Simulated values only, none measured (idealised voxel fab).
Presented below is a process module, voxel self aligned vias.
FYI the section here is cut, 275 nm wide, cells are 5 nm squares.
For the purposes of this document, a cross-section shall be understood as a grid of square cells, specified as bands listed in top-to-bottom order, each band consisting of one or more rows of cells.
This entry defines a band. It first specifies the height of the band's top and the height of its bottom in nm, and then specifies the band's materials from left to right, stating each material with its width in nm. The word "everywhere" identifies a single material that fills the band from edge to edge, while the word "empty" identifies empty space.
Basically, 0 is our baseline, since under it the wafer straight out of the box is all one material. The bottom band has no lower end and keeps on going down, so it looks like "0 -> down".
You'd read "30..40" like this: the band's top row of cells is as wide as the first number, its bottom row is as wide as the second, and going down, every row changes width by the same amount as the row before did.
For the purposes of this document, the phrase "no change occurred" attached to a step denotes that no cell within the cross-section was modified by that step.
For the entry "Fully closed voids", the listed items are empty spaces with no open way to the top whose size is 8 cells or more; each item follows the pattern width x height at distance, where distance is from the left edge and all three are in nm.
What comes after the settings on a step's line is commentary from the simulator itself on that step.
overlay nm: for a step with a mask, the amount by which the mask lay right of where it was planned; a negative amount means left of it.
# The process steps that were planned are listed below
1 RECEIVE with material Si
2 CONFORMAL_DEP with material SiO2, thk nm 15
3 CONFORMAL_DEP with material SiCN, thk nm 5
4 DIRECTIONAL_DEP with material SiO2, thk nm 20
5 PATTERN with tone open, mask id LINES, material resist, width nm 20, pitch nm 70, thk nm 15, overlay nm 0
6 DIRECTIONAL_ETCH with etch materials SiO2, depth nm 10
7 STRIP with etch materials resist
8 CONFORMAL_DEP with material TiN, thk nm 5
9 FILL_DEP with material W, thk nm 5
10 CMP with height nm 40
11 SELECTIVE_ETCH with etch materials W Ru TiN, depth nm 5
12 FILL_DEP with material SiN, thk nm 5
13 CMP with height nm 40
14 DIRECTIONAL_DEP with material SiO2, thk nm 15
15 PATTERN with tone open, mask id VIAS, material resist, width nm 40, pitch nm 140, thk nm 15, overlay nm 0
16 DIRECTIONAL_ETCH with etch materials SiO2, depth nm 15
17 DIRECTIONAL_ETCH with etch materials SiN, depth nm 5
18 STRIP with etch materials resist
19 CONFORMAL_DEP with material TiN, thk nm 5
20 FILL_DEP with material Cu, thk nm 10
21 CMP with height nm 55
22 CONFORMAL_DEP with material SiN, thk nm 5
Variable across wafers: step 6 depth nm (plan value is that of the first wafer; starting state common to all).
# As-received state after step 1, first of several wafers, cross-section
    0 -> down = Si everywhere
    Fully closed voids: none
# Row per wafer, end-of-module: cell gain (+)/loss (-) by material since the wafer came in, then closed voids
depth nm 10 | +28 Cu | +55 SiCN | +59 SiN | +478 SiO2 | +40 TiN | Fully closed voids: none
depth nm 15 | +28 Cu | +55 SiCN | +59 SiN | +466 SiO2 | +46 TiN | +6 W | Fully closed voids: none
depth nm 20 | +28 Cu | +55 SiCN | +59 SiN | +454 SiO2 | +52 TiN | +12 W | Fully closed voids: none
depth nm 25 | +28 Cu | +55 SiCN | +59 SiN | +454 SiO2 | +52 TiN | +12 W | Fully closed voids: none
depth nm 30 | +28 Cu | +55 SiCN | +59 SiN | +454 SiO2 | +52 TiN | +12 W | Fully closed voids: none
depth nm 35 | +28 Cu | +55 SiCN | +59 SiN | +454 SiO2 | +52 TiN | +12 W | Fully closed voids: none
